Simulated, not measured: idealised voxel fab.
This section sets out a process module, namely voxel lift off.
The width of the displayed cross-section, cut, is 285 nm; its cells are square, with a size of 5 nm.
Cross-section spec: square-cell grid; bands listed top down; each band is one or more rows.
What a band's entry tells you: where the top is and where the bottom is, as heights in nm, and after that what lies inside, material by material from left to right, each with its width in nm. Empty space is written as the word "empty", and a single material marked with the word "edge to edge" occupies the band from edge to edge.
Heights are expressed relative to 0, this being the level below which the as-received wafer comprises one material exclusively. The lowest band is unbounded in the downward direction and is denoted as in "from 0 down".
A width given as "30->40" starts at the first number in the band's top row and ends at the second number in its bottom row, shifting by an equal amount at every step from row to row.
The cross-section has no changed cell in any step marked "identical to before".
Entrapped void list: empty space of 8 cells or more with no open way to the top, each as width x height at its distance from the left edge, in nm
Heads up: the bit after the settings on a step's line is the simulator's remark on that step.
The optional step-line setting "overlay nm" applies to steps with a mask and quantifies how far to the right of its planned location the mask lay, a negative value indicating leftward placement.

**Here's what the planned process steps look like**
step 1: RECEIVE, material Si
step 2: CONFORMAL_DEP, material Al2O3, thk nm 10
step 3: PATTERN, tone open, mask id LINES, material resist, width nm 25, pitch nm 50, thk nm 25, overlay nm 0
step 4: DIRECTIONAL_DEP, material Ru, thk nm 10
step 5: STRIP, etch materials resist
step 6: CONFORMAL_DEP, material SiO2, thk nm 5
Wafer-to-wafer difference: thk nm, step 6. Common start. Plan = first wafer's value.

**First of several wafers (as received, post step 1), cross-sectional view**
> from 0 down: Si edge to edge
> Entrapped void list: none

**Take a look at the first of several wafers in cross-section: the module is done, and step 6 was its last step**
> from 25 to 20: empty 100; SiO2 35; empty 15; SiO2 35; empty 100
> from 20 to 15: empty 100; SiO2 5; Ru 25; SiO2 5; empty 15; SiO2 5; Ru 25; SiO2 5; empty 100
> from 15 to 10: SiO2 105; Ru 25; SiO2 25; Ru 25; SiO2 105
> from 10 to 0: Al2O3 edge to edge
> from 0 down: Si edge to edge
> Entrapped void list: none

**Final wafer of several, shown in cross-section at the end of the module**
> from 40 to 30: empty 85; SiO2 115; empty 85
> from 30 to 20: SiO2 edge to edge
> from 20 to 10: SiO2 105; Ru 25; SiO2 25; Ru 25; SiO2 105
> from 10 to 0: Al2O3 edge to edge
> from 0 down: Si edge to edge
> Entrapped void list: none

**Per-wafer rows below. For each material: cells gained (+) or lost (-) since the wafer was received, as of end of module. Then: closed voids**
thk nm 5, +114 Al2O3, +20 Ru, +65 SiO2, Entrapped void list: none
thk nm 10, +114 Al2O3, +20 Ru, +130 SiO2, Entrapped void list: none
thk nm 15, +114 Al2O3, +20 Ru, +193 SiO2, Entrapped void list: none
thk nm 20, +114 Al2O3, +20 Ru, +254 SiO2, Entrapped void list: none
